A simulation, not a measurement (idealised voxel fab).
process module | voxel transistor to metal
cross-section cut | 180 nm wide | cells 5 nm
A cross-section is a grid of square cells, given in bands from the top down. A band is one or more rows of cells.
Each band's line starts with the height of the band's top and of its bottom, in nm. Then come its materials from left to right, each with its width in nm. One material with "throughout" fills the band from edge to edge. "air" is empty space.
Height 0 is the level under which the wafer as received is all one material. The lowest band goes on downwards, as in "0 down".
A width such as "30 to 40" changes by the same amount from each row of cells to the next, from the band's top row to its bottom row.
"no change" after a step means that no cell of the cross-section changed.
closed voids: empty space of 8 cells or more with no open way to the top, each as width x height at its distance from the left edge, in nm
after a step's settings: what the simulator itself notes on the step
overlay nm, on a step with a mask: how far to the right of its planned place the mask lay; to the left if negative
plan
1 op RECEIVE | material Si
2 op OXIDIZE | depth nm 5
3 op CONFORMAL_DEP | material SiN | thk nm 15
4 op DIRECTIONAL_DEP | material aC | thk nm 10
5 op PATTERN | tone cover | mask id ACTIVE | material resist | width nm 110 | thk nm 30 | overlay nm 0
6 op DIRECTIONAL_ETCH | etch materials aC | depth nm 10
7 op STRIP | etch materials resist
8 op DIRECTIONAL_ETCH | etch materials SiN | depth nm 15
9 op DIRECTIONAL_ETCH | etch materials SiO2 | depth nm 5
10 op DIRECTIONAL_ETCH | etch materials Si | depth nm 30
11 op STRIP | etch materials aC
12 op FILL_DEP | material SiO2 | thk nm 5
13 op CMP | height nm 15
14 op SELECTIVE_ETCH | etch materials SiO2 | depth nm 10
15 op STRIP | etch materials SiN
16 op SELECTIVE_ETCH | etch materials SiO2 | depth nm 5
17 op OXIDIZE | depth nm 5
18 op DIRECTIONAL_DEP | material polySi | thk nm 20
19 op DIRECTIONAL_DEP | material SiCN | thk nm 15
20 op PATTERN | tone cover | mask id GATE | material resist | width nm 30 | thk nm 15 | overlay nm 0
21 op DIRECTIONAL_ETCH | etch materials SiCN | depth nm 25
22 op DIRECTIONAL_ETCH | etch materials polySi | depth nm 30
23 op STRIP | etch materials resist
24 op CONFORMAL_DEP | material SiO2 | thk nm 5
25 op DIRECTIONAL_ETCH | etch materials SiO2 | depth nm 5
26 op CONFORMAL_DEP | material SiN | thk nm 5
27 op DIRECTIONAL_ETCH | etch materials SiN | depth nm 5
28 op DIRECTIONAL_ETCH | etch materials SiO2 | depth nm 5
29 op EPI | material nSi | thk nm 5
30 op FILL_DEP | material SiO2 | thk nm 10
31 op CMP | height nm 15
32 op STRIP | etch materials polySi
33 op SELECTIVE_ETCH | etch materials SiO2 | depth nm 5
34 op CONFORMAL_DEP | material HfO2 | thk nm 5
35 op CONFORMAL_DEP | material TiN | thk nm 5
36 op FILL_DEP | material W | thk nm 10
37 op CMP | height nm 10
38 op DIRECTIONAL_DEP | material SiO2 | thk nm 10
39 op PATTERN | tone open | mask id CONTACT | material resist | width nm 20 | pitch nm 80 | thk nm 15 | overlay nm 0
40 op DIRECTIONAL_ETCH | etch materials SiO2 | depth nm 25
41 op STRIP | etch materials resist
42 op CONFORMAL_DEP | material TiN | thk nm 5
43 op FILL_DEP | material W | thk nm 10
44 op CMP | height nm 20
45 op DIRECTIONAL_DEP | material TiN | thk nm 5
46 op DIRECTIONAL_DEP | material W | thk nm 20
47 op DIRECTIONAL_DEP | material aC | thk nm 10
48 op PATTERN | tone cover | mask id METAL_1 | material resist | width nm 20 | pitch nm 80 | thk nm 25 | overlay nm 0
49 op DIRECTIONAL_ETCH | etch materials aC | depth nm 10
50 op STRIP | etch materials resist
51 op DIRECTIONAL_ETCH | etch materials W | depth nm 20
52 op DIRECTIONAL_ETCH | etch materials TiN | depth nm 5
53 op STRIP | etch materials aC
54 op FILL_DEP | material SiO2 | thk nm 10
55 op CMP | height nm 45
56 op CONFORMAL_DEP | material SiCN | thk nm 5
57 op DIRECTIONAL_DEP | material lowk | thk nm 35
58 op MASKED_ETCH | tone open | mask id METAL_2 | width nm 20 | pitch nm 80 | etch materials lowk | depth nm 20 | overlay nm 0
59 op PATTERN | tone open | mask id METAL_2_HOLES | material resist | width nm 15 | pitch nm 80 | thk nm 20 | overlay nm 0
60 op DIRECTIONAL_ETCH | etch materials lowk | depth nm 15
61 op DIRECTIONAL_ETCH | etch materials SiCN | depth nm 5
62 op STRIP | etch materials resist
63 op CONFORMAL_DEP | material TiN | thk nm 5
64 op FILL_DEP | material Cu | thk nm 5
65 op CMP | height nm 85
66 op CONFORMAL_DEP | material SiCN | thk nm 5
as received, after step 1
  0 down: Si throughout
  closed voids: none
a wafer at the end: this start, this plan, one mistake
  90 to 85: SiCN throughout
  85 to 70: lowk 40 | TiN 5 | Cu 10 | TiN 5 | lowk 60 | TiN 5 | Cu 10 | TiN 5 | lowk 40
  70 to 65: lowk 40 | TiN 5 | Cu 5 | TiN 10 | lowk 60 | TiN 5 | Cu 5 | TiN 10 | lowk 40
  65 to 50: lowk 40 | TiN 5 | Cu 5 | TiN 5 | lowk 65 | TiN 5 | Cu 5 | TiN 5 | lowk 45
  50 to 45: SiCN 40 | TiN 15 | SiCN 65 | TiN 15 | SiCN 45
  45 to 35: SiO2 40 | W 20 | SiO2 60 | W 20 | SiO2 40
  35 to 30: SiO2 40 | TiN 20 | SiO2 60 | TiN 20 | SiO2 40
  30 to 25: W throughout
  25 to 20: TiN 45 | W 10 | TiN 70 | W 10 | TiN 45
  20 to 10: SiO2 40 | TiN 5 | W 10 | TiN 5 | SiO2 60 | TiN 5 | W 10 | TiN 5 | SiO2 40
  10 to 0: SiO2 40 | TiN 5 | W 10 | TiN 5 | SiO2 5 | SiN 5 | HfO2 5 | TiN 5 | W 20 | TiN 5 | HfO2 5 | SiN 5 | SiO2 5 | TiN 5 | W 10 | TiN 5 | SiO2 40
  0 to -5: SiO2 35 | SiN 5 | TiN 20 | SiO2 5 | SiN 5 | HfO2 5 | TiN 30 | HfO2 5 | SiN 5 | SiO2 5 | TiN 20 | SiN 5 | SiO2 35
  -5 to -10: SiO2 40 | nSi 25 | SiO2 5 | HfO2 40 | SiO2 5 | nSi 25 | SiO2 40
  -10 to -35: SiO2 35 | Si 110 | SiO2 35
  -35 down: Si throughout
  closed voids: none
what went wrong: step 44 ran as: op CMP | height nm 30
